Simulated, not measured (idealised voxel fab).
Herein follows the process module entitled voxel gate over fins.
Section shown: cut. Width: 155 nm. Cell size: 5 nm, square.
Notation: cross-section as square-cell grid; stated in bands, top first, going down; one or more cell rows per band.
Top height, bottom height, nm. Materials left to right, width each, nm. Single material + "all across" = fills band edge to edge. "empty" = empty.
Counting heights begins at 0, where everything beneath is, in the wafer as received, one material. The lowest band has no bottom; it goes on downwards, as "0 down" shows.
Per-row width for "30..40": begins at first number (top row of band), ends at second number (bottom row), increment between rows held constant.
It should be understood that the words "remained the same", when stated for a given step, signify that the cross-section underwent no change in any of its cells during that step.
Enclosed voids (no open way to top), threshold 8 cells or more, entry "Non-vented voids", notation width x height at distance, distance from left edge, nm.
after a step's settings: what the simulator itself notes on the step
"overlay nm", when on a step's line for a step with a mask, measures how far to the right of its planned place the mask lay; a negative measure means to the left.
These are the steps we planned for the process
1,op RECEIVE | material Si
2,op CONFORMAL_DEP | material SiN | thk nm 10
3,op MASKED_ETCH | tone cover | mask id FINS | width nm 15 | pitch nm 55 | etch materials SiN | depth nm 10 | overlay nm 0
4,op MASKED_ETCH | tone cover | mask id FINS | width nm 15 | pitch nm 55 | etch materials Si | depth nm 35 | overlay nm 0
5,op FILL_DEP | material SiO2 | thk nm 15
6,op CMP | height nm 10
7,op DIRECTIONAL_DEP | material aC | thk nm 10
8,op PATTERN | tone open | mask id RAIL | material resist | width nm 15 | thk nm 25 | overlay nm 0
9,op DIRECTIONAL_ETCH | etch materials aC | depth nm 10
10,op STRIP | etch materials resist
11,op DIRECTIONAL_ETCH | etch materials SiO2 | depth nm 40
12,op STRIP | etch materials aC
13,op CONFORMAL_DEP | material TiN | thk nm 5
14,op FILL_DEP | material Ru | thk nm 10
15,op CMP | height nm 10
16,op SELECTIVE_ETCH | etch materials W Ru TiN | depth nm 30
17,op FILL_DEP | material SiO2 | thk nm 5
18,op CMP | height nm 10
19,op SELECTIVE_ETCH | etch materials SiO2 | depth nm 25
20,op STRIP | etch materials SiN
21,op CONFORMAL_DEP | material HfO2 | thk nm 5
22,op CONFORMAL_DEP | material TiN | thk nm 5
23,op CONFORMAL_DEP | material TiAl | thk nm 5
24,op CONFORMAL_DEP | material TiN | thk nm 5
25,op FILL_DEP | material W | thk nm 10
26,op CMP | height nm 25
27,op CONFORMAL_DEP | material SiCN | thk nm 10
What follows covers the first of two wafers; it ran as planned
Cross-section, incoming material, after step 1
  0 down | Si all across
  Non-vented voids: none
How the wafer stands in section after step 2
  10 to 0 | SiN all across
  Below a height of 0, the structure has not been altered.
How the wafer stands in section after step 3
  10 to 0 | empty: 15, then SiN: 15, then empty: 40, then SiN: 15, then empty: 40, then SiN: 15, then empty: 15
  Below a height of 0, the structure has not been altered.
How the wafer stands in section after step 4
  10 to 0 | empty: 15, then SiN: 15, then empty: 40, then SiN: 15, then empty: 40, then SiN: 15, then empty: 15
  0 to -35 | empty: 15, then Si: 15, then empty: 40, then Si: 15, then empty: 40, then Si: 15, then empty: 15
  Below a height of -35, the structure has not been altered.
How the wafer stands in section after step 5
  25 to 10 | SiO2 all across
  10 to 0 | SiO2: 15, then SiN: 15, then SiO2: 40, then SiN: 15, then SiO2: 40, then SiN: 15, then SiO2: 15
  0 to -35 | SiO2: 15, then Si: 15, then SiO2: 40, then Si: 15, then SiO2: 40, then Si: 15, then SiO2: 15
  Below a height of -35, the structure has not been altered.
How the wafer stands in section after step 6
  10 to 0 | SiO2: 15, then SiN: 15, then SiO2: 40, then SiN: 15, then SiO2: 40, then SiN: 15, then SiO2: 15
  Below a height of 0, the structure has not been altered.
How the wafer stands in section after step 7
  20 to 10 | aC all across
  Below a height of 10, the structure has not been altered.
How the wafer stands in section after step 8
  45 to 20 | resist: 40, then empty: 15, then resist: 100
  Below a height of 20, the structure has not been altered.
How the wafer stands in section after step 9
  35 to 20 | resist: 40, then empty: 15, then resist: 100
  20 to 10 | aC: 40, then empty: 15, then aC: 100
  Below a height of 10, the structure has not been altered.
How the wafer stands in section after step 10
  20 to 10 | aC: 40, then empty: 15, then aC: 100
  Below a height of 10, the structure has not been altered.
How the wafer stands in section after step 11
  20 to 10 | aC: 40, then empty: 15, then aC: 100
  10 to 0 | SiO2: 15, then SiN: 15, then SiO2: 10, then empty: 15, then SiO2: 15, then SiN: 15, then SiO2: 40, then SiN: 15, then SiO2: 15
  0 to -30 | SiO2: 15, then Si: 15, then SiO2: 10, then empty: 15, then SiO2: 15, then Si: 15, then SiO2: 40, then Si: 15, then SiO2: 15
  Below a height of -30, the structure has not been altered.
How the wafer stands in section after step 12
  10 to 0 | SiO2: 15, then SiN: 15, then SiO2: 10, then empty: 15, then SiO2: 15, then SiN: 15, then SiO2: 40, then SiN: 15, then SiO2: 15
  Below a height of 0, the structure has not been altered.
How the wafer stands in section after step 13
  15 to 10 | TiN: 45, then empty: 5, then TiN: 105
  10 to 0 | SiO2: 15, then SiN: 15, then SiO2: 10, then TiN: 5, then empty: 5, then TiN: 5, then SiO2: 15, then SiN: 15, then SiO2: 40, then SiN: 15, then SiO2: 15
  0 to -25 | SiO2: 15, then Si: 15, then SiO2: 10, then TiN: 5, then empty: 5, then TiN: 5, then SiO2: 15, then Si: 15, then SiO2: 40, then Si: 15, then SiO2: 15
  -25 to -30 | SiO2: 15, then Si: 15, then SiO2: 10, then TiN: 15, then SiO2: 15, then Si: 15, then SiO2: 40, then Si: 15, then SiO2: 15
  Below a height of -30, the structure has not been altered.
How the wafer stands in section after step 14
  25 to 15 | Ru all across
  15 to 10 | TiN: 45, then Ru: 5, then TiN: 105
  10 to 0 | SiO2: 15, then SiN: 15, then SiO2: 10, then TiN: 5, then Ru: 5, then TiN: 5, then SiO2: 15, then SiN: 15, then SiO2: 40, then SiN: 15, then SiO2: 15
  0 to -25 | SiO2: 15, then Si: 15, then SiO2: 10, then TiN: 5, then Ru: 5, then TiN: 5, then SiO2: 15, then Si: 15, then SiO2: 40, then Si: 15, then SiO2: 15
  Below a height of -25, the structure has not been altered.
How the wafer stands in section after step 15
  10 to 0 | SiO2: 15, then SiN: 15, then SiO2: 10, then TiN: 5, then Ru: 5, then TiN: 5, then SiO2: 15, then SiN: 15, then SiO2: 40, then SiN: 15, then SiO2: 15
  Below a height of 0, the structure has not been altered.
How the wafer stands in section after step 16
  10 to 0 | SiO2: 15, then SiN: 15, then SiO2: 10, then empty: 15, then SiO2: 15, then SiN: 15, then SiO2: 40, then SiN: 15, then SiO2: 15
  0 to -20 | SiO2: 15, then Si: 15, then SiO2: 10, then empty: 15, then SiO2: 15, then Si: 15, then SiO2: 40, then Si: 15, then SiO2: 15
  Below a height of -20, the structure has not been altered.
How the wafer stands in section after step 17
  15 to 10 | SiO2 all across
  10 to 0 | SiO2: 15, then SiN: 15, then SiO2: 40, then SiN: 15, then SiO2: 40, then SiN: 15, then SiO2: 15
  0 to -20 | SiO2: 15, then Si: 15, then SiO2: 40, then Si: 15, then SiO2: 40, then Si: 15, then SiO2: 15
  Below a height of -20, the structure has not been altered.
How the wafer stands in section after step 18
  10 to 0 | SiO2: 15, then SiN: 15, then SiO2: 40, then SiN: 15, then SiO2: 40, then SiN: 15, then SiO2: 15
  Below a height of 0, the structure has not been altered.
How the wafer stands in section after step 19
  10 to 0 | empty: 15, then SiN: 15, then empty: 40, then SiN: 15, then empty: 40, then SiN: 15, then empty: 15
  0 to -15 | empty: 15, then Si: 15, then empty: 40, then Si: 15, then empty: 40, then Si: 15, then empty: 15
  Below a height of -15, the structure has not been altered.
How the wafer stands in section after step 20
  0 to -15 | empty: 15, then Si: 15, then empty: 40, then Si: 15, then empty: 40, then Si: 15, then empty: 15
  Below a height of -15, the structure has not been altered.
How the wafer stands in section after step 21
  5 to 0 | empty: 10, then HfO2: 25, then empty: 30, then HfO2: 25, then empty: 30, then HfO2: 25, then empty: 10
  0 to -10 | empty: 10, then HfO2: 5, then Si: 15, then HfO2: 5, then empty: 30, then HfO2: 5, then Si: 15, then HfO2: 5, then empty: 30, then HfO2: 5, then Si: 15, then HfO2: 5, then empty: 10
  -10 to -15 | HfO2: 15, then Si: 15, then HfO2: 40, then Si: 15, then HfO2: 40, then Si: 15, then HfO2: 15
  Below a height of -15, the structure has not been altered.
How the wafer stands in section after step 22
  10 to 5 | empty: 5, then TiN: 35, then empty: 20, then TiN: 35, then empty: 20, then TiN: 35, then empty: 5
  5 to 0 | empty: 5, then TiN: 5, then HfO2: 25, then TiN: 5, then empty: 20, then TiN: 5, then HfO2: 25, then TiN: 5, then empty: 20, then TiN: 5, then HfO2: 25, then TiN: 5, then empty: 5
  0 to -5 | empty: 5, then TiN: 5, then HfO2: 5, then Si: 15, then HfO2: 5, then TiN: 5, then empty: 20, then TiN: 5, then HfO2: 5, then Si: 15, then HfO2: 5, then TiN: 5, then empty: 20, then TiN: 5, then HfO2: 5, then Si: 15, then HfO2: 5, then TiN: 5, then empty: 5
  -5 to -10 | TiN: 10, then HfO2: 5, then Si: 15, then HfO2: 5, then TiN: 30, then HfO2: 5, then Si: 15, then HfO2: 5, then TiN: 30, then HfO2: 5, then Si: 15, then HfO2: 5, then TiN: 10
  Below a height of -10, the structure has not been altered.
How the wafer stands in section after step 23
  15 to 10 | TiAl: 45, then empty: 10, then TiAl: 45, then empty: 10, then TiAl: 45
  10 to 5 | TiAl: 5, then TiN: 35, then TiAl: 5, then empty: 10, then TiAl: 5, then TiN: 35, then TiAl: 5, then empty: 10, then TiAl: 5, then TiN: 35, then TiAl: 5
  5 to 0 | TiAl: 5, then TiN: 5, then HfO2: 25, then TiN: 5, then TiAl: 5, then empty: 10, then TiAl: 5, then TiN: 5, then HfO2: 25, then TiN: 5, then TiAl: 5, then empty: 10, then TiAl: 5, then TiN: 5, then HfO2: 25, then TiN: 5, then TiAl: 5
  0 to -5 | TiAl: 5, then TiN: 5, then HfO2: 5, then Si: 15, then HfO2: 5, then TiN: 5, then TiAl: 20, then TiN: 5, then HfO2: 5, then Si: 15, then HfO2: 5, then TiN: 5, then TiAl: 20, then TiN: 5, then HfO2: 5, then Si: 15, then HfO2: 5, then TiN: 5, then TiAl: 5
  Below a height of -5, the structure has not been altered.
How the wafer stands in section after step 24
  20 to 15 | TiN all across
  15 to 10 | TiAl: 45, then TiN: 10, then TiAl: 45, then TiN: 10, then TiAl: 45
  10 to 5 | TiAl: 5, then TiN: 35, then TiAl: 5, then TiN: 10, then TiAl: 5, then TiN: 35, then TiAl: 5, then TiN: 10, then TiAl: 5, then TiN: 35, then TiAl: 5
  5 to 0 | TiAl: 5, then TiN: 5, then HfO2: 25, then TiN: 5, then TiAl: 5, then TiN: 10, then TiAl: 5, then TiN: 5, then HfO2: 25, then TiN: 5, then TiAl: 5, then TiN: 10, then TiAl: 5, then TiN: 5, then HfO2: 25, then TiN: 5, then TiAl: 5
  Below a height of 0, the structure has not been altered.
How the wafer stands in section after step 25
  30 to 20 | W all across
  Below a height of 20, the structure has not been altered.
How the wafer stands in section after step 26
  25 to 20 | W all across
  Below a height of 20, the structure has not been altered.
How the wafer stands in section after step 27
  35 to 25 | SiCN all across
  Below a height of 25, the structure has not been altered.
The second wafer was prepared from the same starting point and under the same plan as the first; its processing contained one mistake, and it remains indistinguishable from the first wafer up to and including step 20
Planned end of step 21: second wafer, cross-section
  5 to 0 | empty: 10, then TiN: 25, then empty: 30, then TiN: 25, then empty: 30, then TiN: 25, then empty: 10
  0 to -10 | empty: 10, then TiN: 5, then Si: 15, then TiN: 5, then empty: 30, then TiN: 5, then Si: 15, then TiN: 5, then empty: 30, then TiN: 5, then Si: 15, then TiN: 5, then empty: 10
  -10 to -15 | TiN: 15, then Si: 15, then TiN: 40, then Si: 15, then TiN: 40, then Si: 15, then TiN: 15
  Below a height of -15, the structure has not been altered.
Planned end of step 22: second wafer, cross-section
  10 to 5 | empty: 5, then HfO2: 35, then empty: 20, then HfO2: 35, then empty: 20, then HfO2: 35, then empty: 5
  5 to 0 | empty: 5, then HfO2: 5, then TiN: 25, then HfO2: 5, then empty: 20, then HfO2: 5, then TiN: 25, then HfO2: 5, then empty: 20, then HfO2: 5, then TiN: 25, then HfO2: 5, then empty: 5
  0 to -5 | empty: 5, then HfO2: 5, then TiN: 5, then Si: 15, then TiN: 5, then HfO2: 5, then empty: 20, then HfO2: 5, then TiN: 5, then Si: 15, then TiN: 5, then HfO2: 5, then empty: 20, then HfO2: 5, then TiN: 5, then Si: 15, then TiN: 5, then HfO2: 5, then empty: 5
  -5 to -10 | HfO2: 10, then TiN: 5, then Si: 15, then TiN: 5, then HfO2: 30, then TiN: 5, then Si: 15, then TiN: 5, then HfO2: 30, then TiN: 5, then Si: 15, then TiN: 5, then HfO2: 10
  Below a height of -10, the structure has not been altered.
Planned end of step 23: second wafer, cross-section
  15 to 10 | TiAl: 45, then empty: 10, then TiAl: 45, then empty: 10, then TiAl: 45
  10 to 5 | TiAl: 5, then HfO2: 35, then TiAl: 5, then empty: 10, then TiAl: 5, then HfO2: 35, then TiAl: 5, then empty: 10, then TiAl: 5, then HfO2: 35, then TiAl: 5
  5 to 0 | TiAl: 5, then HfO2: 5, then TiN: 25, then HfO2: 5, then TiAl: 5, then empty: 10, then TiAl: 5, then HfO2: 5, then TiN: 25, then HfO2: 5, then TiAl: 5, then empty: 10, then TiAl: 5, then HfO2: 5, then TiN: 25, then HfO2: 5, then TiAl: 5
  0 to -5 | TiAl: 5, then HfO2: 5, then TiN: 5, then Si: 15, then TiN: 5, then HfO2: 5, then TiAl: 20, then HfO2: 5, then TiN: 5, then Si: 15, then TiN: 5, then HfO2: 5, then TiAl: 20, then HfO2: 5, then TiN: 5, then Si: 15, then TiN: 5, then HfO2: 5, then TiAl: 5
  Below a height of -5, the structure has not been altered.
Planned end of step 24: second wafer, cross-section
  20 to 15 | TiN all across
  15 to 10 | TiAl: 45, then TiN: 10, then TiAl: 45, then TiN: 10, then TiAl: 45
  10 to 5 | TiAl: 5, then HfO2: 35, then TiAl: 5, then TiN: 10, then TiAl: 5, then HfO2: 35, then TiAl: 5, then TiN: 10, then TiAl: 5, then HfO2: 35, then TiAl: 5
  5 to 0 | TiAl: 5, then HfO2: 5, then TiN: 25, then HfO2: 5, then TiAl: 5, then TiN: 10, then TiAl: 5, then HfO2: 5, then TiN: 25, then HfO2: 5, then TiAl: 5, then TiN: 10, then TiAl: 5, then HfO2: 5, then TiN: 25, then HfO2: 5, then TiAl: 5
  Below a height of 0, the structure has not been altered.
Planned end of step 25: second wafer, cross-section
  30 to 20 | W all across
  Below a height of 20, the structure has not been altered.
Planned end of step 26: second wafer, cross-section
  25 to 20 | W all across
  Below a height of 20, the structure has not been altered.
Planned end of step 27: second wafer, cross-section
  35 to 25 | SiCN all across
  Below a height of 25, the structure has not been altered.
what went wrong: ran 21 and 22 in swapped order versus the plan
Comparing end states, the material composition by cell count is preserved from the first wafer to the second, while the locations of the cells are not.
